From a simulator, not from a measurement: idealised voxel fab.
process module | voxel air gaps
cross-section cut | 265 nm wide | cells 5 nm
A cross-section is a grid of square cells, given in bands from the top down. A band is one or more rows of cells.
Each band's line starts with the height of the band's top and of its bottom, in nm. Then come its materials from left to right, each with its width in nm. One material with "throughout" fills the band from edge to edge. "air" is empty space.
Height 0 is the level under which the wafer as received is all one material. The lowest band goes on downwards, as in "0 down".
A width such as "30 to 40" changes by the same amount from each row of cells to the next, from the band's top row to its bottom row.
"no change" after a step means that no cell of the cross-section changed.
closed voids: empty space of 8 cells or more with no open way to the top, each as width x height at its distance from the left edge, in nm
after a step's settings: what the simulator itself notes on the step
overlay nm, on a step with a mask: how far to the right of its planned place the mask lay; to the left if negative
plan
1 op RECEIVE | material Si
2 op CONFORMAL_DEP | material SiO2 | thk nm 10
3 op CONFORMAL_DEP | material SiN | thk nm 5
4 op DIRECTIONAL_DEP | material lowk | thk nm 30
5 op PATTERN | tone open | mask id LINES | material resist | width nm 25 | pitch nm 50 | thk nm 15 | overlay nm 0
6 op DIRECTIONAL_ETCH | etch materials lowk | depth nm 30
7 op STRIP | etch materials resist
8 op CONFORMAL_DEP | material TiN | thk nm 5
9 op FILL_DEP | material Ru | thk nm 10
10 op CMP | height nm 45
11 op EPI | material Ru | thk nm 10
12 op SELECTIVE_ETCH | etch materials lowk | depth nm 40
13 op CONFORMAL_DEP | material SiCN | thk nm 5
as received, after step 1
  0 down: Si throughout
  closed voids: none
a wafer at the end: this start, this plan, one mistake
  60 to 55: air 30 | SiCN 205 | air 30
  55 to 45: air 30 | SiCN 5 | Ru 45 | SiCN 5 | Ru 45 | SiCN 5 | Ru 45 | SiCN 5 | Ru 45 | SiCN 5 | air 30
  45 to 40: air 30 | SiCN 15 | TiN 5 | Ru 15 | TiN 5 | SiCN 25 | TiN 5 | Ru 15 | TiN 5 | SiCN 25 | TiN 5 | Ru 15 | TiN 5 | SiCN 25 | TiN 5 | Ru 15 | TiN 5 | SiCN 15 | air 30
  40 to 20: air 40 | SiCN 5 | TiN 5 | Ru 15 | TiN 5 | SiCN 5 | air 15 | SiCN 5 | TiN 5 | Ru 15 | TiN 5 | SiCN 5 | air 15 | SiCN 5 | TiN 5 | Ru 15 | TiN 5 | SiCN 5 | air 15 | SiCN 5 | TiN 5 | Ru 15 | TiN 5 | SiCN 5 | air 40
  20 to 15: SiCN 45 | TiN 25 | SiCN 25 | TiN 25 | SiCN 25 | TiN 25 | SiCN 25 | TiN 25 | SiCN 45
  15 to 5: SiO2 throughout
  5 to 0: SiN throughout
  0 down: Si throughout
  closed voids: 15 x 20 at 75; 15 x 20 at 125; 15 x 20 at 175
what went wrong: steps 2 and 3 were swapped
